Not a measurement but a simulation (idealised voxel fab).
Process module in this document: voxel trench capacitor
FYI the section here is cut, 265 nm wide, cells are 5 nm squares.
Square cells in a grid make up a cross-section in this document, and the grid is given as bands, listed from the top down, each one or more rows of cells.
Band: top height; bottom height; in nm. Then, left to right: material with width in nm, for each material. "full width": a single material spanning edge to edge. "air": empty space.
Height is counted from the level 0, under which the received wafer is composed throughout of one material. The lowest of the bands is not closed at the bottom but continues downward, in the notation "0 and below".
Quick explanation for "30->40": the width changes in equal steps down the rows of cells, from the first number in the band's top row to the second number in its bottom row.
Step marked "no modification"? Then no cell in the cross-section changed in it.
The entry titled "Completely enclosed voids" provides the empty spaces that have no open way to the top, restricted to those of 8 cells or more. Each is presented as width x height at distance, the distance being measured from the left edge, with all three in nm.
Formally, on a step line, whatever follows the settings is a remark that the simulator itself makes on the step.
The setting "overlay nm" may be written on the line of a step. When the step uses a mask, the value reports how far to the right of the planned place the mask lay, and a negative value reports that it lay to the left.
## Process steps (planned)
step 1: RECEIVE, material Si
step 2: CONFORMAL_DEP, material SiN, thk nm 10
step 3: DIRECTIONAL_DEP, material aC, thk nm 15
step 4: PATTERN, tone open, mask id TRENCH, material resist, width nm 20, pitch nm 45, thk nm 35, overlay nm 0
step 5: DIRECTIONAL_ETCH, etch materials aC, depth nm 15
step 6: STRIP, etch materials resist
step 7: DIRECTIONAL_ETCH, etch materials SiN, depth nm 10
step 8: DIRECTIONAL_ETCH, etch materials Si, depth nm 40
step 9: STRIP, etch materials aC
step 10: CONFORMAL_DEP, material Al2O3, thk nm 5
step 11: FILL_DEP, material polySi, thk nm 5
step 12: CMP, height nm 10
## Cross-section of the wafer upon arrival, representing the state reached after step 1
> 0 and below  Si full width
> Completely enclosed voids: none
## Cross-section at module end, one run error; start and plan unchanged from above
> 10 down to 0  75 SiN | 5 Al2O3 | 15 polySi | 5 Al2O3 | 20 SiN | 5 Al2O3 | 15 polySi | 5 Al2O3 | 20 SiN | 5 Al2O3 | 15 polySi | 5 Al2O3 | 75 SiN
> 0 down to -35  75 Si | 5 Al2O3 | 15 polySi | 5 Al2O3 | 20 Si | 5 Al2O3 | 15 polySi | 5 Al2O3 | 20 Si | 5 Al2O3 | 15 polySi | 5 Al2O3 | 75 Si
> -35 down to -40  75 Si | 25 Al2O3 | 20 Si | 25 Al2O3 | 20 Si | 25 Al2O3 | 75 Si
> -40 and below  Si full width
> Completely enclosed voids: none
Which mistake was made when the wafer was run? step 4 did not happen as planned, as run it was PATTERN, tone open, mask id TRENCH, material resist, width nm 25, pitch nm 45, thk nm 35, overlay nm 0
